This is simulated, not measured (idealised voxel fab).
Proc. module: voxel self aligned vias
We display cut, a cross-section 190 nm in width whose square cells are each 5 nm.
Cross-section = grid of square cells, listed top down in bands; band = one or more rows. Band entry format. Leading values: height of top, height of bottom, nm. Remainder: materials in left-to-right order, each with its width in nm. Special words: "all across" on a single material, which then fills the band edge to edge; "blank", empty space. It should be noted that heights are counted from 0, beneath which the wafer as supplied is of one material throughout, and that the lowest band possesses no lower boundary but continues downward, as written in "0 and below". With a width like "30->40", each row of cells in the band differs from the next by the same amount, the top row carrying the first number and the bottom row the second. Given "no alteration" for a step, no cell of the cross-section differs between before and after that step. Under "Voids, enclosed" you'll find the enclosed gaps, the ones with no way out to the top, that are 8 cells or bigger; each reads width x height at distance, with distance counted from the left edge, everything in nm. after a step's settings: what the simulator itself notes on the step. "overlay nm" denotes, for a step that has a mask, the displacement of the mask to the right of its planned place, with negative values corresponding to the left.

**List of planned process steps**
| 1 | RECEIVE,material Si |
| 2 | CONFORMAL_DEP,material SiO2,thk nm 10 |
| 3 | CONFORMAL_DEP,material SiCN,thk nm 5 |
| 4 | DIRECTIONAL_DEP,material SiO2,thk nm 25 |
| 5 | PATTERN,tone open,mask id LINES,material resist,width nm 30,pitch nm 80,thk nm 20,overlay nm 0 |
| 6 | DIRECTIONAL_ETCH,etch materials SiO2,depth nm 25 |
| 7 | STRIP,etch materials resist |
| 8 | CONFORMAL_DEP,material TiN,thk nm 5 |
| 9 | FILL_DEP,material Ru,thk nm 10 |
| 10 | CMP,height nm 40 |
| 11 | SELECTIVE_ETCH,etch materials W Ru TiN,depth nm 10 |
| 12 | FILL_DEP,material SiN,thk nm 10 |
| 13 | CMP,height nm 40 |
| 14 | DIRECTIONAL_DEP,material SiO2,thk nm 15 |
| 15 | MASKED_ETCH,tone open,mask id VIAS,width nm 50,pitch nm 80,etch materials SiO2,depth nm 15,overlay nm 0 |
| 16 | MASKED_ETCH,tone open,mask id VIAS,width nm 50,pitch nm 80,etch materials SiN,depth nm 10,overlay nm 0 |
| 17 | CONFORMAL_DEP,material TiN,thk nm 5 |
| 18 | FILL_DEP,material Cu,thk nm 10 |
| 19 | CMP,height nm 55 |
| 20 | CONFORMAL_DEP,material SiCN,thk nm 5 |

**As-received wafer cross-section (after step 1)**
  0 and below = Si all across
  Voids, enclosed: none

**Module complete, cross-section. Starting point and plan per above. One mistake made in running the module**
  60 down to 55 = SiCN all across
  55 down to 45 = 30 SiO2, 5 TiN, 40 Cu, 5 TiN, 30 SiO2, 5 TiN, 40 Cu, 5 TiN, 30 SiO2
  45 down to 35 = 30->40 SiO2, 15->5 TiN, 20 Cu, 15->5 TiN, 30->50 SiO2, 15->5 TiN, 20 Cu, 15->5 TiN, 30->40 SiO2
  35 down to 30 = 40 SiO2, 30 TiN, 50 SiO2, 30 TiN, 40 SiO2
  30 down to 20 = 40 SiO2, 5 TiN, 20 Ru, 5 TiN, 50 SiO2, 5 TiN, 20 Ru, 5 TiN, 40 SiO2
  20 down to 15 = 40 SiO2, 30 TiN, 50 SiO2, 30 TiN, 40 SiO2
  15 down to 5 = SiO2 all across
  5 down to 0 = SiCN all across
  0 and below = Si all across
  Voids, enclosed: none
Against the plan, the run slipped here: so 2 and 3 got swapped relative to the plan, each ran where the other was supposed to
